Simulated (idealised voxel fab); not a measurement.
The following is a process module called voxel transistor to metal.
Cross-section cut spans 165 nm and uses square cells 5 nm in size.
A cross-section is a grid of square cells, given in bands from the top down. A band is one or more rows of cells.
It is stipulated that each band's entry specify, in nanometres, the height of the top of the band and then that of its bottom, followed by the materials of the band in left-to-right sequence, each together with its width in nanometres. A single material marked by the word "throughout" is understood to fill the band from edge to edge; the word "empty" is understood to denote empty space.
Heads up on the height convention: 0 is the point under which the incoming wafer is all one material, and the lowest band has no bottom, it just keeps going down, like "from 0 down".
A two-number width, for instance "30->40", indicates that the width is equal to the first number in the top row of the band and to the second number in the bottom row, and that it changes by a constant amount per row of cells.
No cell of the cross-section changed in a step that is given as "nothing got changed".
"Unvented cavities" means: voids of 8 cells or more that are shut off from the top with no open way through. Written width x height at distance, distance from the left edge, in nm.
after a step's settings: what the simulator itself notes on the step
overlay nm: on a step with a mask, how far right of its planned place the mask lay; negative means left.

### This section lists the process steps that were planned
step 1: op RECEIVE | material Si
step 2: op OXIDIZE | depth nm 5
step 3: op CONFORMAL_DEP | material SiN | thk nm 15
step 4: op DIRECTIONAL_DEP | material aC | thk nm 10
step 5: op PATTERN | tone cover | mask id ACTIVE | material resist | width nm 110 | thk nm 25 | overlay nm 0
step 6: op DIRECTIONAL_ETCH | etch materials aC | depth nm 10
step 7: op STRIP | etch materials resist
step 8: op DIRECTIONAL_ETCH | etch materials SiN | depth nm 15
step 9: op DIRECTIONAL_ETCH | etch materials SiO2 | depth nm 5
step 10: op DIRECTIONAL_ETCH | etch materials Si | depth nm 25
step 11: op STRIP | etch materials aC
step 12: op FILL_DEP | material SiO2 | thk nm 5
step 13: op CMP | height nm 15
step 14: op SELECTIVE_ETCH | etch materials SiO2 | depth nm 10
step 15: op STRIP | etch materials SiN
step 16: op SELECTIVE_ETCH | etch materials SiO2 | depth nm 5
step 17: op OXIDIZE | depth nm 5
step 18: op DIRECTIONAL_DEP | material polySi | thk nm 30
step 19: op DIRECTIONAL_DEP | material SiCN | thk nm 15
step 20: op MASKED_ETCH | tone cover | mask id GATE | width nm 20 | etch materials SiCN | depth nm 25 | overlay nm 0
step 21: op MASKED_ETCH | tone cover | mask id GATE | width nm 20 | etch materials polySi | depth nm 40 | overlay nm 0
step 22: op CONFORMAL_DEP | material SiO2 | thk nm 5
step 23: op DIRECTIONAL_ETCH | etch materials SiO2 | depth nm 5
step 24: op CONFORMAL_DEP | material SiN | thk nm 10
step 25: op DIRECTIONAL_ETCH | etch materials SiN | depth nm 10
step 26: op DIRECTIONAL_ETCH | etch materials SiO2 | depth nm 5
step 27: op EPI | material pSi | thk nm 5
step 28: op FILL_DEP | material SiO2 | thk nm 5
step 29: op CMP | height nm 40
step 30: op DIRECTIONAL_DEP | material SiO2 | thk nm 15
step 31: op PATTERN | tone open | mask id CONTACT | material resist | width nm 20 | pitch nm 80 | thk nm 20 | overlay nm -15
step 32: op DIRECTIONAL_ETCH | etch materials SiO2 | depth nm 60
step 33: op STRIP | etch materials resist
step 34: op CONFORMAL_DEP | material TiN | thk nm 5
step 35: op FILL_DEP | material Ru | thk nm 5
step 36: op CMP | height nm 55
step 37: op DIRECTIONAL_DEP | material TiN | thk nm 5
step 38: op DIRECTIONAL_DEP | material W | thk nm 15
step 39: op PATTERN | tone cover | mask id METAL_1 | material resist | width nm 20 | pitch nm 80 | thk nm 20 | overlay nm 0
step 40: op DIRECTIONAL_ETCH | etch materials W | depth nm 15
step 41: op DIRECTIONAL_ETCH | etch materials TiN | depth nm 5
step 42: op STRIP | etch materials resist
step 43: op FILL_DEP | material SiO2 | thk nm 10
step 44: op CMP | height nm 75
step 45: op CONFORMAL_DEP | material SiCN | thk nm 5
step 46: op DIRECTIONAL_DEP | material lowk | thk nm 30
step 47: op PATTERN | tone open | mask id METAL_2_HOLES | material resist | width nm 15 | pitch nm 80 | thk nm 15 | overlay nm 0
step 48: op DIRECTIONAL_ETCH | etch materials lowk | depth nm 30
step 49: op STRIP | etch materials resist
step 50: op DIRECTIONAL_DEP | material aC | thk nm 10
step 51: op PATTERN | tone open | mask id METAL_2 | material resist | width nm 20 | pitch nm 80 | thk nm 30 | overlay nm 0
step 52: op DIRECTIONAL_ETCH | etch materials aC | depth nm 10
step 53: op STRIP | etch materials resist
step 54: op DIRECTIONAL_ETCH | etch materials lowk | depth nm 15
step 55: op DIRECTIONAL_ETCH | etch materials SiCN | depth nm 5
step 56: op STRIP | etch materials aC
step 57: op CONFORMAL_DEP | material TiN | thk nm 5
step 58: op FILL_DEP | material Cu | thk nm 10
step 59: op CMP | height nm 110
step 60: op CONFORMAL_DEP | material SiN | thk nm 5
Keep in mind the plan's value for the overlay nm of step 31 comes from the first wafer; the wafers don't share that setting, but they do share the same starting point.

### Cross-sectional view of the first of several wafers in the as-received condition, corresponding to the state following step 1
from 0 down: Si throughout
Unvented cavities: none

### The first of several wafers, seen in cross-section after the module's last step, step 60
from 115 to 110: SiN throughout
from 110 to 100: 30 lowk, then 5 TiN, then 10 Cu, then 5 TiN, then 60 lowk, then 5 TiN, then 10 Cu, then 5 TiN, then 35 lowk
from 100 to 95: 30 lowk, then 5 TiN, then 5 Cu, then 10 TiN, then 60 lowk, then 5 TiN, then 5 Cu, then 10 TiN, then 35 lowk
from 95 to 80: 30 lowk, then 5 TiN, then 5 Cu, then 5 TiN, then 65 lowk, then 5 TiN, then 5 Cu, then 5 TiN, then 40 lowk
from 80 to 75: 30 SiCN, then 15 TiN, then 65 SiCN, then 15 TiN, then 40 SiCN
from 75 to 60: 30 SiO2, then 20 W, then 60 SiO2, then 20 W, then 35 SiO2
from 60 to 55: 30 SiO2, then 20 TiN, then 60 SiO2, then 20 TiN, then 35 SiO2
from 55 to 45: 15 SiO2, then 5 TiN, then 10 Ru, then 5 TiN, then 60 SiO2, then 5 TiN, then 10 Ru, then 5 TiN, then 50 SiO2
from 45 to 40: 15 SiO2, then 5 TiN, then 10 Ru, then 5 TiN, then 60 SiO2, then 20 TiN, then 50 SiO2
from 40 to 25: 15 SiO2, then 5 TiN, then 10 Ru, then 5 TiN, then 20 SiO2, then 10 SiN, then 5 SiO2, then 20 SiCN, then 5 SiO2, then 10 SiN, then 10 TiN, then 50 SiO2
from 25 to 5: 15 SiO2, then 5 TiN, then 10 Ru, then 5 TiN, then 20 SiO2, then 10 SiN, then 5 SiO2, then 20 polySi, then 5 SiO2, then 10 SiN, then 10 TiN, then 50 SiO2
from 5 to 0: 15 SiO2, then 20 TiN, then 20 SiO2, then 10 SiN, then 5 SiO2, then 20 polySi, then 5 SiO2, then 10 SiN, then 10 TiN, then 50 SiO2
from 0 to -5: 15 SiO2, then 10 TiN, then 10 SiN, then 20 SiO2, then 10 SiN, then 5 SiO2, then 20 polySi, then 5 SiO2, then 10 SiN, then 10 TiN, then 10 SiO2, then 10 SiN, then 30 SiO2
from -5 to -10: 35 SiO2, then 20 pSi, then 50 SiO2, then 20 pSi, then 40 SiO2
from -10 to -30: 25 SiO2, then 110 Si, then 30 SiO2
from -30 down: Si throughout
Unvented cavities: none

### Last wafer x-sec, end of module
from 115 to 110: SiN throughout
from 110 to 100: 30 lowk, then 5 TiN, then 10 Cu, then 5 TiN, then 60 lowk, then 5 TiN, then 10 Cu, then 5 TiN, then 35 lowk
from 100 to 95: 30 lowk, then 5 TiN, then 5 Cu, then 10 TiN, then 60 lowk, then 5 TiN, then 5 Cu, then 10 TiN, then 35 lowk
from 95 to 80: 30 lowk, then 5 TiN, then 5 Cu, then 5 TiN, then 65 lowk, then 5 TiN, then 5 Cu, then 5 TiN, then 40 lowk
from 80 to 75: 30 SiCN, then 15 TiN, then 65 SiCN, then 15 TiN, then 40 SiCN
from 75 to 60: 30 SiO2, then 20 W, then 60 SiO2, then 20 W, then 35 SiO2
from 60 to 55: 30 SiO2, then 20 TiN, then 60 SiO2, then 20 TiN, then 35 SiO2
from 55 to 45: 45 SiO2, then 5 TiN, then 10 Ru, then 5 TiN, then 60 SiO2, then 5 TiN, then 10 Ru, then 5 TiN, then 20 SiO2
from 45 to 40: 45 SiO2, then 20 TiN, then 60 SiO2, then 5 TiN, then 10 Ru, then 5 TiN, then 20 SiO2
from 40 to 25: 45 SiO2, then 10 TiN, then 10 SiN, then 5 SiO2, then 20 SiCN, then 5 SiO2, then 10 SiN, then 20 SiO2, then 5 TiN, then 10 Ru, then 5 TiN, then 20 SiO2
from 25 to 5: 45 SiO2, then 10 TiN, then 10 SiN, then 5 SiO2, then 20 polySi, then 5 SiO2, then 10 SiN, then 20 SiO2, then 5 TiN, then 10 Ru, then 5 TiN, then 20 SiO2
from 5 to 0: 45 SiO2, then 10 TiN, then 10 SiN, then 5 SiO2, then 20 polySi, then 5 SiO2, then 10 SiN, then 20 SiO2, then 20 TiN, then 20 SiO2
from 0 to -5: 25 SiO2, then 10 SiN, then 10 SiO2, then 10 TiN, then 10 SiN, then 5 SiO2, then 20 polySi, then 5 SiO2, then 10 SiN, then 20 SiO2, then 10 SiN, then 10 TiN, then 20 SiO2
from -5 to -10: 35 SiO2, then 20 pSi, then 50 SiO2, then 20 pSi, then 40 SiO2
from -10 to -30: 25 SiO2, then 110 Si, then 30 SiO2
from -30 down: Si throughout
Unvented cavities: none

### The following table contains a row per wafer, in which are reported, at the conclusion of the module, the cells of each material gained (+) or lost (-) since the wafer's receipt, with its closed voids given thereafter
overlay nm -15, +16 Cu, +24 Ru, -110 Si, +39 SiCN, +73 SiN, +413 SiO2, +92 TiN, +24 W, +156 lowk, +8 pSi, +24 polySi, Unvented cavities: none
overlay nm -10, +16 Cu, +33 Ru, -110 Si, +39 SiCN, +73 SiN, +404 SiO2, +92 TiN, +24 W, +156 lowk, +8 pSi, +24 polySi, Unvented cavities: none
overlay nm -5, +16 Cu, +42 Ru, -110 Si, +39 SiCN, +73 SiN, +395 SiO2, +92 TiN, +24 W, +156 lowk, +8 pSi, +24 polySi, Unvented cavities: none
overlay nm 0, +16 Cu, +42 Ru, -110 Si, +39 SiCN, +73 SiN, +395 SiO2, +92 TiN, +24 W, +156 lowk, +8 pSi, +24 polySi, Unvented cavities: none
overlay nm 5, +16 Cu, +42 Ru, -110 Si, +39 SiCN, +73 SiN, +395 SiO2, +92 TiN, +24 W, +156 lowk, +8 pSi, +24 polySi, Unvented cavities: none
overlay nm 10, +16 Cu, +33 Ru, -110 Si, +39 SiCN, +73 SiN, +404 SiO2, +92 TiN, +24 W, +156 lowk, +8 pSi, +24 polySi, Unvented cavities: none
overlay nm 15, +16 Cu, +24 Ru, -110 Si, +39 SiCN, +73 SiN, +413 SiO2, +92 TiN, +24 W, +156 lowk, +8 pSi, +24 polySi, Unvented cavities: none
